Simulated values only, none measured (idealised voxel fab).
This section sets out a process module, namely voxel self aligned vias.
Pictured: cross-section cut, 165 nm wide, on a grid of 5 nm square cells.
Reading order for cross-sections: top band down to bottom band. Underlying form: a grid of square cells. Band size: one or more rows of cells.
Top height, bottom height, nm. Materials left to right, width each, nm. Single material + "edge to edge" = fills band edge to edge. "air" = empty.
Height is counted from the level 0, under which the received wafer is composed throughout of one material. The lowest of the bands is not closed at the bottom but continues downward, in the notation "from 0 down".
The notation "30->40" denotes a width that varies across the rows of cells in the band, beginning at the first number in the top row, finishing at the second number in the bottom row, and changing by an identical amount from each row to the next.
The cross-section has no changed cell in any step marked "nothing different".
"Fully enclosed voids" specifies each empty space that is not open to the top and that occupies no fewer than 8 cells, using the form width x height at distance, the distance measured from the left edge and all three quantities in nm.
Whatever follows a step's settings on its line is a remark the simulator itself makes about that step.
"overlay nm" on a masked step: distance the mask lay right of its planned place, negative for left.
## Steps in the process plan
1,RECEIVE | material Si
2,CONFORMAL_DEP | material SiO2 | thk nm 15
3,CONFORMAL_DEP | material SiCN | thk nm 5
4,DIRECTIONAL_DEP | material lowk | thk nm 20
5,PATTERN | tone open | mask id LINES | material resist | width nm 20 | pitch nm 60 | thk nm 15 | overlay nm 0
6,DIRECTIONAL_ETCH | etch materials lowk | depth nm 20
7,STRIP | etch materials resist
8,CONFORMAL_DEP | material TiN | thk nm 5
9,FILL_DEP | material Ru | thk nm 10
10,CMP | height nm 40
11,SELECTIVE_ETCH | etch materials W Ru TiN | depth nm 5
12,FILL_DEP | material SiN | thk nm 10
13,CMP | height nm 40
14,DIRECTIONAL_DEP | material lowk | thk nm 20
15,MASKED_ETCH | tone open | mask id VIAS | width nm 40 | etch materials lowk | depth nm 20 | overlay nm 0
16,MASKED_ETCH | tone open | mask id VIAS | width nm 40 | etch materials SiN | depth nm 5 | overlay nm 0
17,CONFORMAL_DEP | material TiN | thk nm 5
18,FILL_DEP | material W | thk nm 10
19,CMP | height nm 60
20,CONFORMAL_DEP | material SiCN | thk nm 5
## Wafer, first of two, run as planned
## Cross-section, incoming material, after step 1
	from 0 down  Si edge to edge
	Fully enclosed voids: none
## After step 2, in cross-section
	from 15 to 0  SiO2 edge to edge
	Below 0 it's all the same as before, nothing changed down there.
## After step 3, in cross-section
	from 20 to 15  SiCN edge to edge
	Below 15 it's all the same as before, nothing changed down there.
## After step 4, in cross-section
	from 40 to 20  lowk edge to edge
	Below 20 it's all the same as before, nothing changed down there.
## After step 5, in cross-section
	from 55 to 40  resist 40; air 20; resist 40; air 20; resist 45
	Below 40 it's all the same as before, nothing changed down there.
## After step 6, in cross-section
	from 55 to 40  resist 40; air 20; resist 40; air 20; resist 45
	from 40 to 20  lowk 40; air 20; lowk 40; air 20; lowk 45
	Below 20 it's all the same as before, nothing changed down there.
## After step 7, in cross-section
	from 40 to 20  lowk 40; air 20; lowk 40; air 20; lowk 45
	Below 20 it's all the same as before, nothing changed down there.
## After step 8, in cross-section
	from 45 to 40  TiN 45; air 10; TiN 50; air 10; TiN 50
	from 40 to 25  lowk 40; TiN 5; air 10; TiN 5; lowk 40; TiN 5; air 10; TiN 5; lowk 45
	from 25 to 20  lowk 40; TiN 20; lowk 40; TiN 20; lowk 45
	Below 20 it's all the same as before, nothing changed down there.
## After step 9, in cross-section
	from 55 to 45  Ru edge to edge
	from 45 to 40  TiN 45; Ru 10; TiN 50; Ru 10; TiN 50
	from 40 to 25  lowk 40; TiN 5; Ru 10; TiN 5; lowk 40; TiN 5; Ru 10; TiN 5; lowk 45
	Below 25 it's all the same as before, nothing changed down there.
## After step 10, in cross-section
	from 40 to 25  lowk 40; TiN 5; Ru 10; TiN 5; lowk 40; TiN 5; Ru 10; TiN 5; lowk 45
	Below 25 it's all the same as before, nothing changed down there.
## After step 11, in cross-section
	from 40 to 35  lowk 40; air 20; lowk 40; air 20; lowk 45
	Below 35 it's all the same as before, nothing changed down there.
## After step 12, in cross-section
	from 50 to 40  SiN edge to edge
	from 40 to 35  lowk 40; SiN 20; lowk 40; SiN 20; lowk 45
	Below 35 it's all the same as before, nothing changed down there.
## After step 13, in cross-section
	from 40 to 35  lowk 40; SiN 20; lowk 40; SiN 20; lowk 45
	Below 35 it's all the same as before, nothing changed down there.
## After step 14, in cross-section
	from 60 to 40  lowk edge to edge
	Below 40 it's all the same as before, nothing changed down there.
## After step 15, in cross-section
	from 60 to 40  lowk 30; air 40; lowk 95
	Below 40 it's all the same as before, nothing changed down there.
## After step 16, in cross-section
	from 60 to 40  lowk 30; air 40; lowk 95
	from 40 to 35  lowk 40; air 20; lowk 40; SiN 20; lowk 45
	Below 35 it's all the same as before, nothing changed down there.
## After step 17, in cross-section
	from 65 to 60  TiN 35; air 30; TiN 100
	from 60 to 45  lowk 30; TiN 5; air 30; TiN 5; lowk 95
	from 45 to 40  lowk 30; TiN 15; air 10; TiN 15; lowk 95
	from 40 to 35  lowk 40; TiN 20; lowk 40; SiN 20; lowk 45
	Below 35 it's all the same as before, nothing changed down there.
## After step 18, in cross-section
	from 75 to 65  W edge to edge
	from 65 to 60  TiN 35; W 30; TiN 100
	from 60 to 45  lowk 30; TiN 5; W 30; TiN 5; lowk 95
	from 45 to 40  lowk 30; TiN 15; W 10; TiN 15; lowk 95
	Below 40 it's all the same as before, nothing changed down there.
## After step 19, in cross-section
	from 60 to 45  lowk 30; TiN 5; W 30; TiN 5; lowk 95
	Below 45 it's all the same as before, nothing changed down there.
## After step 20, in cross-section
	from 65 to 60  SiCN edge to edge
	Below 60 it's all the same as before, nothing changed down there.
## Here the second wafer is described. Its start and its plan were those of the first wafer. Its run contained one mistake. Up to and including step 8, it did exactly what the first wafer did
## Cross-section of the second wafer when, according to plan, step 9 should have finished
	from 55 to 45  SiN edge to edge
	from 45 to 40  TiN 45; SiN 10; TiN 50; SiN 10; TiN 50
	from 40 to 25  lowk 40; TiN 5; SiN 10; TiN 5; lowk 40; TiN 5; SiN 10; TiN 5; lowk 45
	Below 25 it's all the same as before, nothing changed down there.
## Cross-section of the second wafer when, according to plan, step 10 should have finished
	from 40 to 25  lowk 40; TiN 5; SiN 10; TiN 5; lowk 40; TiN 5; SiN 10; TiN 5; lowk 45
	Below 25 it's all the same as before, nothing changed down there.
## Cross-section of the second wafer when, according to plan, step 11 should have finished
	from 40 to 35  lowk 40; air 5; SiN 10; air 5; lowk 40; air 5; SiN 10; air 5; lowk 45
	Below 35 it's all the same as before, nothing changed down there.
## Cross-section of the second wafer when, according to plan, step 12 should have finished
	from 50 to 40  SiN edge to edge
	from 40 to 35  lowk 40; SiN 20; lowk 40; SiN 20; lowk 45
	Below 35 it's all the same as before, nothing changed down there.
## Cross-section of the second wafer when, according to plan, step 13 should have finished
	from 40 to 35  lowk 40; SiN 20; lowk 40; SiN 20; lowk 45
	Below 35 it's all the same as before, nothing changed down there.
## Cross-section of the second wafer when, according to plan, step 14 should have finished
	from 60 to 40  lowk edge to edge
	Below 40 it's all the same as before, nothing changed down there.
## Cross-section of the second wafer when, according to plan, step 15 should have finished
	from 60 to 40  lowk 30; air 40; lowk 95
	Below 40 it's all the same as before, nothing changed down there.
## Cross-section of the second wafer when, according to plan, step 16 should have finished
	from 60 to 40  lowk 30; air 40; lowk 95
	from 40 to 35  lowk 40; air 20; lowk 40; SiN 20; lowk 45
	Below 35 it's all the same as before, nothing changed down there.
## Cross-section of the second wafer when, according to plan, step 17 should have finished
	from 65 to 60  TiN 35; air 30; TiN 100
	from 60 to 45  lowk 30; TiN 5; air 30; TiN 5; lowk 95
	from 45 to 40  lowk 30; TiN 15; air 10; TiN 15; lowk 95
	from 40 to 35  lowk 40; TiN 20; lowk 40; SiN 20; lowk 45
	Below 35 it's all the same as before, nothing changed down there.
## Cross-section of the second wafer when, according to plan, step 18 should have finished
	from 75 to 65  W edge to edge
	from 65 to 60  TiN 35; W 30; TiN 100
	from 60 to 45  lowk 30; TiN 5; W 30; TiN 5; lowk 95
	from 45 to 40  lowk 30; TiN 15; W 10; TiN 15; lowk 95
	Below 40 it's all the same as before, nothing changed down there.
## Cross-section of the second wafer when, according to plan, step 19 should have finished
	from 60 to 45  lowk 30; TiN 5; W 30; TiN 5; lowk 95
	Below 45 it's all the same as before, nothing changed down there.
## Cross-section of the second wafer when, according to plan, step 20 should have finished
	from 65 to 60  SiCN edge to edge
	Below 60 it's all the same as before, nothing changed down there.
Where did the run depart from the plan? heads up, step 9 didn't go per plan, it actually ran as FILL_DEP | material SiN | thk nm 10
Counted in cells at the end, the second wafer holds more or fewer of these materials than the first: Ru: 8 fewer; SiN: 8 more
